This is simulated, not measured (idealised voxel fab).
A process module follows: voxel capacitor over wiring.
Section cut is 245 nm wide and gridded with 5 nm square cells.
The cross-sections in this document take the form of a grid made of square cells. They are written out as bands, in order from top to bottom. Each band consists of one or more rows of cells.
The band entry comprises the height of the band's top followed by the height of its bottom, expressed in nm, and subsequently the band's materials from left to right, each stated together with its width in nm. Where a single material is marked with the word "full width", that material fills the band from edge to edge. The word "blank" represents empty space.
Basically, 0 is our baseline, since under it the wafer straight out of the box is all one material. The bottom band has no lower end and keeps on going down, so it looks like "from 0 down".
Width "30..40": first value at the band's top row of cells, second value at its bottom row, equal change from row to row.
What does "everything unchanged" mean for a step? It means no cell of the cross-section changed in that step.
"Cavities, closed" specifies each empty space that is not open to the top and that occupies no fewer than 8 cells, using the form width x height at distance, the distance measured from the left edge and all three quantities in nm.
Anything after a step's settings on that line? It's the simulator's own note about the step.
overlay nm: for a step with a mask, the amount by which the mask lay right of where it was planned; a negative amount means left of it.
SO HERE'S THE LINEUP OF PROCESS STEPS WE PLANNED
1. RECEIVE, material Si
2. CONFORMAL_DEP, material SiO2, thk nm 15
3. CONFORMAL_DEP, material SiN, thk nm 5
4. DIRECTIONAL_DEP, material lowk, thk nm 25
5. PATTERN, tone open, mask id METAL_1, material resist, width nm 20, pitch nm 75, thk nm 20, overlay nm 0
6. DIRECTIONAL_ETCH, etch materials lowk, depth nm 25
7. DIRECTIONAL_ETCH, etch materials SiN, depth nm 5
8. STRIP, etch materials resist
9. CONFORMAL_DEP, material TiN, thk nm 5
10. FILL_DEP, material Cu, thk nm 5
11. CMP, height nm 45
12. CONFORMAL_DEP, material SiCN, thk nm 5
13. DIRECTIONAL_DEP, material lowk, thk nm 10
14. PATTERN, tone open, mask id PLUG_1, material resist, width nm 15, thk nm 20, overlay nm 0
15. DIRECTIONAL_ETCH, etch materials lowk, depth nm 10
16. DIRECTIONAL_ETCH, etch materials SiCN, depth nm 5
17. STRIP, etch materials resist
18. CONFORMAL_DEP, material TiN, thk nm 5
19. FILL_DEP, material Cu, thk nm 5
20. CMP, height nm 60
21. DIRECTIONAL_DEP, material TiN, thk nm 10
22. DIRECTIONAL_DEP, material HfO2, thk nm 5
23. DIRECTIONAL_DEP, material TiN, thk nm 10
24. MASKED_ETCH, tone cover, mask id UPPER_PLATE, width nm 60, etch materials TiN, depth nm 10, overlay nm 0
25. MASKED_ETCH, tone cover, mask id UPPER_PLATE, width nm 60, etch materials HfO2, depth nm 5, overlay nm 0
26. MASKED_ETCH, tone cover, mask id LOWER_PLATE, width nm 70, etch materials TiN, depth nm 10, overlay nm 0
27. FILL_DEP, material SiO2, thk nm 15
28. CMP, height nm 95
29. MASKED_ETCH, tone open, mask id PLUG_2, width nm 15, etch materials SiO2, depth nm 10, overlay nm 0
30. CONFORMAL_DEP, material TiN, thk nm 5
31. FILL_DEP, material Cu, thk nm 10
32. CMP, height nm 95
33. CONFORMAL_DEP, material SiCN, thk nm 5
CROSS-SECTION OF THE WAFER AS IT CAME TO US, I.E., ALREADY THROUGH STEP 1
  from 0 down  Si full width
  Cavities, closed: none
BELOW IS THE WAFER IN CROSS-SECTION AFTER THE MODULE WAS COMPLETED. IT BEGAN FROM THE STARTING POINT SHOWN ABOVE AND FOLLOWED THE PLAN SHOWN ABOVE, EXCEPT THAT ONE MISTAKE WAS MADE WHILE RUNNING IT
  from 100 to 95  SiCN full width
  from 95 to 90  90 SiO2 / 5 TiN / 5 Cu / 5 TiN / 140 SiO2
  from 90 to 85  90 SiO2 / 15 TiN / 140 SiO2
  from 85 to 80  80 SiO2 / 60 HfO2 / 105 SiO2
  from 80 to 70  75 SiO2 / 70 TiN / 100 SiO2
  from 70 to 60  TiN full width
  from 60 to 50  80 lowk / 5 TiN / 5 Cu / 5 TiN / 150 lowk
  from 50 to 45  80 SiCN / 15 TiN / 150 SiCN
  from 45 to 20  75 lowk / 5 TiN / 10 Cu / 5 TiN / 55 lowk / 5 TiN / 10 Cu / 5 TiN / 75 lowk
  from 20 to 15  75 SiN / 20 TiN / 55 SiN / 20 TiN / 75 SiN
  from 15 to 0  SiO2 full width
  from 0 down  Si full width
  Cavities, closed: none
Want to know what went wrong? a sequencing error occurred in which plan steps 22 and 23 were transposed
